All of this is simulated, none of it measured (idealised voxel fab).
Proc. module: voxel tone inversion
190 nm wide, 5 nm square cells: that's cross-section cut.
This document writes a cross-section as a grid whose cells are square, and gives it as bands, listed from the top down; one or more rows of cells form a band.
This entry defines a band. It first specifies the height of the band's top and the height of its bottom in nm, and then specifies the band's materials from left to right, stating each material with its width in nm. The word "throughout" identifies a single material that fills the band from edge to edge, while the word "blank" identifies empty space.
Note: height 0 marks the level under which the wafer is uniformly one material as received. Lowest band unbounded below, written "0 -> down".
A width given as "30->40" starts at the first number in the band's top row and ends at the second number in its bottom row, shifting by an equal amount at every step from row to row.
You'll sometimes find "remains unaltered" written for a step, and that's the way of saying that nowhere in the cross-section did a cell change during that step.
Under "Cavities, closed" you'll find the enclosed gaps, the ones with no way out to the top, that are 8 cells or bigger; each reads width x height at distance, with distance counted from the left edge, everything in nm.
Past the settings on a step's line: simulator remark, on that step.
overlay nm: for a step with a mask, the amount by which the mask lay right of where it was planned; a negative amount means left of it.
The following list gives the planned process steps:
| 1 | op RECEIVE | material Si |
| 2 | op CONFORMAL_DEP | material SiN | thk nm 5 |
| 3 | op DIRECTIONAL_DEP | material polySi | thk nm 15 |
| 4 | op PATTERN | tone cover | mask id POSTS | material resist | width nm 15 | pitch nm 45 | thk nm 25 | overlay nm 0 |
| 5 | op DIRECTIONAL_ETCH | etch materials polySi | depth nm 15 |
| 6 | op STRIP | etch materials resist |
| 7 | op FILL_DEP | material SiO2 | thk nm 5 |
| 8 | op CMP | height nm 20 |
| 9 | op STRIP | etch materials polySi |
So, the first of our two wafers, run just as we planned it:
This is the cross-section of the wafer as we received it, i.e. after step 1:
0 -> down: Si throughout
Cavities, closed: none
Take a look at the wafer's cross-section after step 2:
5 -> 0: SiN throughout
Heights below 0 show no change.
Take a look at the wafer's cross-section after step 3:
20 -> 5: polySi throughout
Heights below 5 show no change.
Take a look at the wafer's cross-section after step 4:
45 -> 20: 40 blank | 15 resist | 30 blank | 15 resist | 30 blank | 15 resist | 45 blank
Heights below 20 show no change.
Take a look at the wafer's cross-section after step 5:
45 -> 20: 40 blank | 15 resist | 30 blank | 15 resist | 30 blank | 15 resist | 45 blank
20 -> 5: 40 blank | 15 polySi | 30 blank | 15 polySi | 30 blank | 15 polySi | 45 blank
Heights below 5 show no change.
Take a look at the wafer's cross-section after step 6:
20 -> 5: 40 blank | 15 polySi | 30 blank | 15 polySi | 30 blank | 15 polySi | 45 blank
Heights below 5 show no change.
Take a look at the wafer's cross-section after step 7:
25 -> 20: SiO2 throughout
20 -> 5: 40 SiO2 | 15 polySi | 30 SiO2 | 15 polySi | 30 SiO2 | 15 polySi | 45 SiO2
Heights below 5 show no change.
Take a look at the wafer's cross-section after step 8:
20 -> 5: 40 SiO2 | 15 polySi | 30 SiO2 | 15 polySi | 30 SiO2 | 15 polySi | 45 SiO2
Heights below 5 show no change.
Take a look at the wafer's cross-section after step 9:
20 -> 5: 40 SiO2 | 15 blank | 30 SiO2 | 15 blank | 30 SiO2 | 15 blank | 45 SiO2
Heights below 5 show no change.
Second wafer, same starting state and plan as the first, one mistake in the run, identical through step 8:
When step 9 should have ended:
20 -> 5: 40 blank | 15 polySi | 30 blank | 15 polySi | 30 blank | 15 polySi | 45 blank
Heights below 5 show no change.
Processing error: step 9 changed vs plan, executed as op STRIP | etch materials SiO2
Wrapping up, a cell-based count of both wafers puts the second over or under the first for these materials: SiO2: 87 fewer | polySi: 27 more
